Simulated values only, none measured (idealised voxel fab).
Process module under the name voxel gate over fins
Pictured: cross-section cut, 165 nm wide, on a grid of 5 nm square cells.
Format of a cross-section: grid, square cells. Given as bands. Order: top down. Band: one or more rows of cells.
The entry gives the band's vertical extent as a top height and a bottom height in nm, then its horizontal make-up as materials from left to right, each with a width in nm. "air" stands for empty space; a single material marked "all across" fills the band edge to edge.
It should be noted that heights are counted from 0, beneath which the wafer as supplied is of one material throughout, and that the lowest band possesses no lower boundary but continues downward, as written in "from 0 down".
Quick explanation for "30->40": the width changes in equal steps down the rows of cells, from the first number in the band's top row to the second number in its bottom row.
The designation "no alterations made", where it is given for a processing step, indicates that no cell of the cross-section was altered in the course of that step.
So "Closed void listing" is basically the list of trapped voids: any empty space of 8 cells or more that can't reach the top through an opening. They're written width x height at distance, the distance being from the left edge, and it's all nm.
The remark found on a step's line after its settings is issued by the simulator itself and pertains to that step.
overlay nm: step with mask; distance mask lay right of planned place; negative value = left of planned place.
# The process steps that were planned are listed below
1. RECEIVE: material Si
2. CONFORMAL_DEP: material SiN, thk nm 10
3. MASKED_ETCH: tone cover, mask id FINS, width nm 15, pitch nm 35, etch materials SiN, depth nm 10, overlay nm 0
4. MASKED_ETCH: tone cover, mask id FINS, width nm 15, pitch nm 35, etch materials Si, depth nm 30, overlay nm 0
5. OXIDIZE: depth nm 5
6. FILL_DEP: material SiO2, thk nm 5
7. CMP: height nm 10
8. SELECTIVE_ETCH: etch materials SiO2, depth nm 20
9. STRIP: etch materials SiN
10. CONFORMAL_DEP: material HfO2, thk nm 5
11. CONFORMAL_DEP: material TiN, thk nm 5
12. FILL_DEP: material W, thk nm 10
13. CMP: height nm 15
14. CONFORMAL_DEP: material SiN, thk nm 10
# First of the two wafers, run per plan
# Step 1 complete: cross-section of the wafer as received
    from 0 down = Si all across
    Closed void listing: none
# After step 2, in cross-section
    from 10 to 0 = SiN all across
    Below 0, no change.
# After step 3, in cross-section
    from 10 to 0 = 40 of air; 15 of SiN; 20 of air; 15 of SiN; 20 of air; 15 of SiN; 40 of air
    Below 0, no change.
# After step 4, in cross-section
    from 10 to 0 = 40 of air; 15 of SiN; 20 of air; 15 of SiN; 20 of air; 15 of SiN; 40 of air
    from 0 to -30 = 40 of air; 15 of Si; 20 of air; 15 of Si; 20 of air; 15 of Si; 40 of air
    Below -30, no change.
# After step 5, in cross-section
    from 10 to 0 = 40 of air; 15 of SiN; 20 of air; 15 of SiN; 20 of air; 15 of SiN; 40 of air
    from 0 to -30 = 40 of air; 5 of SiO2; 5 of Si; 5 of SiO2; 20 of air; 5 of SiO2; 5 of Si; 5 of SiO2; 20 of air; 5 of SiO2; 5 of Si; 5 of SiO2; 40 of air
    from -30 to -35 = 45 of SiO2; 5 of Si; 30 of SiO2; 5 of Si; 30 of SiO2; 5 of Si; 45 of SiO2
    Below -35, no change.
# After step 6, in cross-section
    from 15 to 10 = SiO2 all across
    from 10 to 0 = 40 of SiO2; 15 of SiN; 20 of SiO2; 15 of SiN; 20 of SiO2; 15 of SiN; 40 of SiO2
    from 0 to -35 = 45 of SiO2; 5 of Si; 30 of SiO2; 5 of Si; 30 of SiO2; 5 of Si; 45 of SiO2
    Below -35, no change.
# After step 7, in cross-section
    from 10 to 0 = 40 of SiO2; 15 of SiN; 20 of SiO2; 15 of SiN; 20 of SiO2; 15 of SiN; 40 of SiO2
    Below 0, no change.
# After step 8, in cross-section
    from 10 to 0 = 40 of air; 15 of SiN; 20 of air; 15 of SiN; 20 of air; 15 of SiN; 40 of air
    from 0 to -10 = 45 of air; 5 of Si; 30 of air; 5 of Si; 30 of air; 5 of Si; 45 of air
    Below -10, no change.
# After step 9, in cross-section
    from 0 to -10 = 45 of air; 5 of Si; 30 of air; 5 of Si; 30 of air; 5 of Si; 45 of air
    Below -10, no change.
# After step 10, in cross-section
    from 5 to 0 = 40 of air; 15 of HfO2; 20 of air; 15 of HfO2; 20 of air; 15 of HfO2; 40 of air
    from 0 to -5 = 40 of air; 5 of HfO2; 5 of Si; 5 of HfO2; 20 of air; 5 of HfO2; 5 of Si; 5 of HfO2; 20 of air; 5 of HfO2; 5 of Si; 5 of HfO2; 40 of air
    from -5 to -10 = 45 of HfO2; 5 of Si; 30 of HfO2; 5 of Si; 30 of HfO2; 5 of Si; 45 of HfO2
    Below -10, no change.
# After step 11, in cross-section
    from 10 to 5 = 35 of air; 25 of TiN; 10 of air; 25 of TiN; 10 of air; 25 of TiN; 35 of air
    from 5 to 0 = 35 of air; 5 of TiN; 15 of HfO2; 5 of TiN; 10 of air; 5 of TiN; 15 of HfO2; 5 of TiN; 10 of air; 5 of TiN; 15 of HfO2; 5 of TiN; 35 of air
    from 0 to -5 = 40 of TiN; 5 of HfO2; 5 of Si; 5 of HfO2; 20 of TiN; 5 of HfO2; 5 of Si; 5 of HfO2; 20 of TiN; 5 of HfO2; 5 of Si; 5 of HfO2; 40 of TiN
    Below -5, no change.
# After step 12, in cross-section
    from 20 to 10 = W all across
    from 10 to 5 = 35 of W; 25 of TiN; 10 of W; 25 of TiN; 10 of W; 25 of TiN; 35 of W
    from 5 to 0 = 35 of W; 5 of TiN; 15 of HfO2; 5 of TiN; 10 of W; 5 of TiN; 15 of HfO2; 5 of TiN; 10 of W; 5 of TiN; 15 of HfO2; 5 of TiN; 35 of W
    Below 0, no change.
# After step 13, in cross-section
    from 15 to 10 = W all across
    Below 10, no change.
# After step 14, in cross-section
    from 25 to 15 = SiN all across
    Below 15, no change.
# Wafer two of two - same starting point, same process plan, one mistake in execution; matches wafer one up to and including step 3
# Second wafer, section view, time point: scheduled end of step 4
    from 10 to 0 = 40 of air; 15 of SiN; 20 of air; 15 of SiN; 20 of air; 15 of SiN; 40 of air
    from 0 to -35 = 40 of air; 15 of Si; 20 of air; 15 of Si; 20 of air; 15 of Si; 40 of air
    Below -35, no change.
# Second wafer, section view, time point: scheduled end of step 5
    from 10 to 0 = 40 of air; 15 of SiN; 20 of air; 15 of SiN; 20 of air; 15 of SiN; 40 of air
    from 0 to -35 = 40 of air; 5 of SiO2; 5 of Si; 5 of SiO2; 20 of air; 5 of SiO2; 5 of Si; 5 of SiO2; 20 of air; 5 of SiO2; 5 of Si; 5 of SiO2; 40 of air
    from -35 to -40 = 45 of SiO2; 5 of Si; 30 of SiO2; 5 of Si; 30 of SiO2; 5 of Si; 45 of SiO2
    Below -40, no change.
# Second wafer, section view, time point: scheduled end of step 6
    from 15 to 10 = SiO2 all across
    from 10 to 0 = 40 of SiO2; 15 of SiN; 20 of SiO2; 15 of SiN; 20 of SiO2; 15 of SiN; 40 of SiO2
    from 0 to -40 = 45 of SiO2; 5 of Si; 30 of SiO2; 5 of Si; 30 of SiO2; 5 of Si; 45 of SiO2
    Below -40, no change.
# Second wafer, section view, time point: scheduled end of step 7
    from 10 to 0 = 40 of SiO2; 15 of SiN; 20 of SiO2; 15 of SiN; 20 of SiO2; 15 of SiN; 40 of SiO2
    Below 0, no change.
# Second wafer, section view, time point: scheduled end of step 8
    from 10 to 0 = 40 of air; 15 of SiN; 20 of air; 15 of SiN; 20 of air; 15 of SiN; 40 of air
    from 0 to -10 = 45 of air; 5 of Si; 30 of air; 5 of Si; 30 of air; 5 of Si; 45 of air
    Below -10, no change.
# Second wafer, section view, time point: scheduled end of step 9
    from 0 to -10 = 45 of air; 5 of Si; 30 of air; 5 of Si; 30 of air; 5 of Si; 45 of air
    Below -10, no change.
# Second wafer, section view, time point: scheduled end of step 10
    from 5 to 0 = 40 of air; 15 of HfO2; 20 of air; 15 of HfO2; 20 of air; 15 of HfO2; 40 of air
    from 0 to -5 = 40 of air; 5 of HfO2; 5 of Si; 5 of HfO2; 20 of air; 5 of HfO2; 5 of Si; 5 of HfO2; 20 of air; 5 of HfO2; 5 of Si; 5 of HfO2; 40 of air
    from -5 to -10 = 45 of HfO2; 5 of Si; 30 of HfO2; 5 of Si; 30 of HfO2; 5 of Si; 45 of HfO2
    Below -10, no change.
# Second wafer, section view, time point: scheduled end of step 11
    from 10 to 5 = 35 of air; 25 of TiN; 10 of air; 25 of TiN; 10 of air; 25 of TiN; 35 of air
    from 5 to 0 = 35 of air; 5 of TiN; 15 of HfO2; 5 of TiN; 10 of air; 5 of TiN; 15 of HfO2; 5 of TiN; 10 of air; 5 of TiN; 15 of HfO2; 5 of TiN; 35 of air
    from 0 to -5 = 40 of TiN; 5 of HfO2; 5 of Si; 5 of HfO2; 20 of TiN; 5 of HfO2; 5 of Si; 5 of HfO2; 20 of TiN; 5 of HfO2; 5 of Si; 5 of HfO2; 40 of TiN
    Below -5, no change.
# Second wafer, section view, time point: scheduled end of step 12
    from 20 to 10 = W all across
    from 10 to 5 = 35 of W; 25 of TiN; 10 of W; 25 of TiN; 10 of W; 25 of TiN; 35 of W
    from 5 to 0 = 35 of W; 5 of TiN; 15 of HfO2; 5 of TiN; 10 of W; 5 of TiN; 15 of HfO2; 5 of TiN; 10 of W; 5 of TiN; 15 of HfO2; 5 of TiN; 35 of W
    Below 0, no change.
# Second wafer, section view, time point: scheduled end of step 13
    from 15 to 10 = W all across
    Below 10, no change.
# Second wafer, section view, time point: scheduled end of step 14
    from 25 to 15 = SiN all across
    Below 15, no change.
What was the processing mistake? step 4 ran with different settings than intended, the actual operation and settings being MASKED_ETCH: tone cover, mask id FINS, width nm 15, pitch nm 35, etch materials Si, depth nm 35, overlay nm 0
Heads up, by the end the second wafer has more or fewer cells of some materials compared to the first: Si -30 | SiO2 +30
